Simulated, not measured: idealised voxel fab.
Process module heading - voxel capacitor over wiring
Cross-section cut spans 235 nm and uses square cells 5 nm in size.
Cross-section layout: square cells on a grid; listed as bands, top to bottom; a band spans one or more cell rows. The band entry comprises the height of the band's top followed by the height of its bottom, expressed in nm, and subsequently the band's materials from left to right, each stated together with its width in nm. Where a single material is marked with the word "everywhere", that material fills the band from edge to edge. The word "blank" represents empty space. A quick word on heights: they are counted from 0, and under that level the wafer as it came to us is one material throughout. The lowest band is different from the rest in having no bottom; it simply continues downward, written as in "0 nm and below". Graded width ("30..40"): value in top row of band = first number; value in bottom row = second number; row-to-row change constant. Basically "no alterations made" means that step didn't change any cell in the cross-section. Voids not open to the top, 8 cells minimum: see "Entrapped void list". Written width x height at distance; distance is from the left edge; nm. Whatever follows a step's settings on its line is a remark the simulator itself makes about that step. You can add "overlay nm" to a step's line. For a step with a mask, it describes how far the mask lay to the right of its planned position, and a negative number describes a lay to the left.

[Set out below are the planned steps of the process]
1. RECEIVE [material Si]
2. CONFORMAL_DEP [material SiO2] [thk nm 10]
3. DIRECTIONAL_DEP [material TiN] [thk nm 5]
4. DIRECTIONAL_DEP [material Ru] [thk nm 20]
5. MASKED_ETCH [tone cover] [mask id METAL_1] [width nm 25] [pitch nm 75] [etch materials Ru] [depth nm 20] [overlay nm 0]
6. MASKED_ETCH [tone cover] [mask id METAL_1] [width nm 25] [pitch nm 75] [etch materials TiN] [depth nm 5] [overlay nm 0]
7. FILL_DEP [material lowk] [thk nm 5]
8. CMP [height nm 35]
9. CONFORMAL_DEP [material SiCN] [thk nm 5]
10. DIRECTIONAL_DEP [material SiO2] [thk nm 10]
11. PATTERN [tone open] [mask id PLUG_1] [material resist] [width nm 15] [thk nm 20] [overlay nm 0]
12. DIRECTIONAL_ETCH [etch materials SiO2] [depth nm 10]
13. DIRECTIONAL_ETCH [etch materials SiCN] [depth nm 5]
14. STRIP [etch materials resist]
15. CONFORMAL_DEP [material TiN] [thk nm 5]
16. FILL_DEP [material Ru] [thk nm 5]
17. CMP [height nm 50]
18. DIRECTIONAL_DEP [material TiN] [thk nm 10]
19. DIRECTIONAL_DEP [material SiN] [thk nm 5]
20. DIRECTIONAL_DEP [material TiN] [thk nm 10]
21. MASKED_ETCH [tone cover] [mask id UPPER_PLATE] [width nm 55] [etch materials TiN] [depth nm 10] [overlay nm 0]
22. MASKED_ETCH [tone cover] [mask id UPPER_PLATE] [width nm 55] [etch materials SiN] [depth nm 5] [overlay nm 0]
23. PATTERN [tone cover] [mask id LOWER_PLATE] [material resist] [width nm 65] [thk nm 20] [overlay nm 0]
24. DIRECTIONAL_ETCH [etch materials TiN] [depth nm 10]
25. STRIP [etch materials resist]
26. FILL_DEP [material SiO2] [thk nm 15]
27. CMP [height nm 85]
28. PATTERN [tone open] [mask id PLUG_2] [material resist] [width nm 15] [thk nm 15] [overlay nm 0]
29. DIRECTIONAL_ETCH [etch materials SiO2] [depth nm 10]
30. STRIP [etch materials resist]
31. CONFORMAL_DEP [material TiN] [thk nm 5]
32. FILL_DEP [material Ru] [thk nm 5]
33. CMP [height nm 85]
34. CONFORMAL_DEP [material SiN] [thk nm 5]

[Cross-section of the wafer at receipt, which is the condition after step 1]
    0 nm and below = Si everywhere
    Entrapped void list: none

[Cross-section: first of two wafers, module finished, run according to plan]
    90 nm to 85 nm = SiN everywhere
    85 nm to 80 nm = SiO2 85; TiN 5; Ru 5; TiN 5; SiO2 135
    80 nm to 75 nm = SiO2 85; TiN 15; SiO2 135
    75 nm to 65 nm = SiO2 75; TiN 55; SiO2 105
    65 nm to 60 nm = SiO2 75; SiN 55; SiO2 105
    60 nm to 50 nm = SiO2 70; TiN 65; SiO2 100
    50 nm to 40 nm = SiO2 75; TiN 5; Ru 5; TiN 5; SiO2 145
    40 nm to 35 nm = SiCN 75; TiN 15; SiCN 145
    35 nm to 15 nm = lowk 65; Ru 25; lowk 50; Ru 25; lowk 70
    15 nm to 10 nm = lowk 65; TiN 25; lowk 50; TiN 25; lowk 70
    10 nm to 0 nm = SiO2 everywhere
    0 nm and below = Si everywhere
    Entrapped void list: none

[Cross-section, wafer two of two, end of module: same start and plan as wafer one, one error in execution]
    90 nm to 85 nm = SiN everywhere
    85 nm to 80 nm = SiO2 85; TiN 5; Ru 5; TiN 5; SiO2 135
    80 nm to 75 nm = SiO2 85; TiN 15; SiO2 135
    75 nm to 65 nm = SiO2 75; TiN 55; SiO2 105
    65 nm to 60 nm = SiO2 75; SiN 55; SiO2 105
    60 nm to 50 nm = SiO2 70; TiN 65; SiO2 100
    50 nm to 40 nm = SiO2 75; TiN 5; Ru 5; TiN 5; SiO2 145
    40 nm to 35 nm = SiCN 75; TiN 15; SiCN 145
    35 nm to 20 nm = lowk 65; Ru 25; lowk 50; Ru 25; lowk 70
    20 nm to 15 nm = lowk 65; TiN 25; lowk 50; TiN 25; lowk 70
    15 nm to 0 nm = SiO2 everywhere
    0 nm and below = Si everywhere
    Entrapped void list: none
Where did the run depart from the plan? step 2 deviated from plan and actually ran as CONFORMAL_DEP [material SiO2] [thk nm 15]
Once processing is complete, comparing cell counts shows that the second wafer has more or fewer of certain materials than the first: -10 Ru; +47 SiO2; -37 lowk
